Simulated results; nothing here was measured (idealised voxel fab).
The following process module bears the name voxel released beams.
For reference, the cross-section in this document is cut, with width 185 nm and square cells of 5 nm.
We lay out every cross-section as a grid of square cells and spell it out in bands from the top down, where one band means one or more rows of cells. Band: top height; bottom height; in nm. Then, left to right: material with width in nm, for each material. "everywhere": a single material spanning edge to edge. "blank": empty space. Height reference: 0 = level under which incoming wafer is all one material. Lowest band: no bottom, runs on downward, e.g. "from 0 down". Per-row width for "30 to 40": begins at first number (top row of band), ends at second number (bottom row), increment between rows held constant. "no change", as given for a step, is the statement that not any cell of the cross-section underwent a change during that step. So "Voids, enclosed" is basically the list of trapped voids: any empty space of 8 cells or more that can't reach the top through an opening. They're written width x height at distance, the distance being from the left edge, and it's all nm. That trailing text on a step's line, after the settings, is the simulator's own remark on the step. overlay nm: mask right of planned place by this much (step with mask). Neg. = left.

List of planned process steps
| 1 | RECEIVE (material Si) |
| 2 | CONFORMAL_DEP (material SiN; thk nm 5) |
| 3 | DIRECTIONAL_DEP (material SiO2; thk nm 15) |
| 4 | MASKED_ETCH (tone open; mask id ANCHOR; width nm 30; etch materials SiO2; depth nm 15; overlay nm 0) |
| 5 | CONFORMAL_DEP (material TiN; thk nm 10) |
| 6 | PATTERN (tone cover; mask id BEAM; material resist; width nm 105; thk nm 20; overlay nm 0) |
| 7 | DIRECTIONAL_ETCH (etch materials TiN; depth nm 10) |
| 8 | STRIP (etch materials resist) |
| 9 | STRIP (etch materials SiO2) |

The following pertains to the first of two wafers, which was processed as planned

Cross-section of the wafer upon arrival, representing the state reached after step 1
* from 0 down | Si everywhere
* Voids, enclosed: none

After step 2, in cross-section
* from 5 to 0 | SiN everywhere
* Heights below 0 show no change.

After step 3, in cross-section
* from 20 to 5 | SiO2 everywhere
* Heights below 5 show no change.

After step 4, in cross-section
* from 20 to 5 | 40 nm SiO2, then 30 nm blank, then 115 nm SiO2
* Heights below 5 show no change.

After step 5, in cross-section
* from 30 to 20 | 50 nm TiN, then 10 nm blank, then 125 nm TiN
* from 20 to 15 | 40 nm SiO2, then 10 nm TiN, then 10 nm blank, then 10 nm TiN, then 115 nm SiO2
* from 15 to 5 | 40 nm SiO2, then 30 nm TiN, then 115 nm SiO2
* Heights below 5 show no change.

After step 6, in cross-section
* from 50 to 30 | 35 nm blank, then 105 nm resist, then 45 nm blank
* from 30 to 20 | 50 nm TiN, then 10 nm resist, then 125 nm TiN
* from 20 to 15 | 40 nm SiO2, then 10 nm TiN, then 10 nm resist, then 10 nm TiN, then 115 nm SiO2
* Heights below 15 show no change.

After step 7, in cross-section
* from 50 to 30 | 35 nm blank, then 105 nm resist, then 45 nm blank
* from 30 to 20 | 35 nm blank, then 15 nm TiN, then 10 nm resist, then 80 nm TiN, then 45 nm blank
* Heights below 20 show no change.

After step 8, in cross-section
* from 30 to 20 | 35 nm blank, then 15 nm TiN, then 10 nm blank, then 80 nm TiN, then 45 nm blank
* from 20 to 15 | 40 nm SiO2, then 10 nm TiN, then 10 nm blank, then 10 nm TiN, then 115 nm SiO2
* Heights below 15 show no change.

After step 9, in cross-section
* from 30 to 20 | 35 nm blank, then 15 nm TiN, then 10 nm blank, then 80 nm TiN, then 45 nm blank
* from 20 to 15 | 40 nm blank, then 10 nm TiN, then 10 nm blank, then 10 nm TiN, then 115 nm blank
* from 15 to 5 | 40 nm blank, then 30 nm TiN, then 115 nm blank
* Heights below 5 show no change.

Second wafer: same start and same plan as the first, one execution error; identical to the first through step 1

Cross-section of the second wafer corresponding to the planned conclusion of step 2
* from 5 to 0 | SiO2 everywhere
* Heights below 0 show no change.

Cross-section of the second wafer corresponding to the planned conclusion of step 3
* from 20 to 0 | SiO2 everywhere
* Heights below 0 show no change.

Cross-section of the second wafer corresponding to the planned conclusion of step 4
* from 20 to 5 | 40 nm SiO2, then 30 nm blank, then 115 nm SiO2
* Heights below 5 show no change.

Cross-section of the second wafer corresponding to the planned conclusion of step 5
* from 30 to 20 | 50 nm TiN, then 10 nm blank, then 125 nm TiN
* from 20 to 15 | 40 nm SiO2, then 10 nm TiN, then 10 nm blank, then 10 nm TiN, then 115 nm SiO2
* from 15 to 5 | 40 nm SiO2, then 30 nm TiN, then 115 nm SiO2
* Heights below 5 show no change.

Cross-section of the second wafer corresponding to the planned conclusion of step 6
* from 50 to 30 | 35 nm blank, then 105 nm resist, then 45 nm blank
* from 30 to 20 | 50 nm TiN, then 10 nm resist, then 125 nm TiN
* from 20 to 15 | 40 nm SiO2, then 10 nm TiN, then 10 nm resist, then 10 nm TiN, then 115 nm SiO2
* Heights below 15 show no change.

Cross-section of the second wafer corresponding to the planned conclusion of step 7
* from 50 to 30 | 35 nm blank, then 105 nm resist, then 45 nm blank
* from 30 to 20 | 35 nm blank, then 15 nm TiN, then 10 nm resist, then 80 nm TiN, then 45 nm blank
* Heights below 20 show no change.

Cross-section of the second wafer corresponding to the planned conclusion of step 8
* from 30 to 20 | 35 nm blank, then 15 nm TiN, then 10 nm blank, then 80 nm TiN, then 45 nm blank
* from 20 to 15 | 40 nm SiO2, then 10 nm TiN, then 10 nm blank, then 10 nm TiN, then 115 nm SiO2
* Heights below 15 show no change.

Cross-section of the second wafer corresponding to the planned conclusion of step 9
* from 0 down | Si everywhere
What was the processing mistake? the process deviated at step 2: the operation and settings actually run there were CONFORMAL_DEP (material SiO2; thk nm 5)
Per the end-of-run cell counts, the second wafer holds more or fewer of some materials than the first: 37 fewer of SiN | 54 fewer of TiN
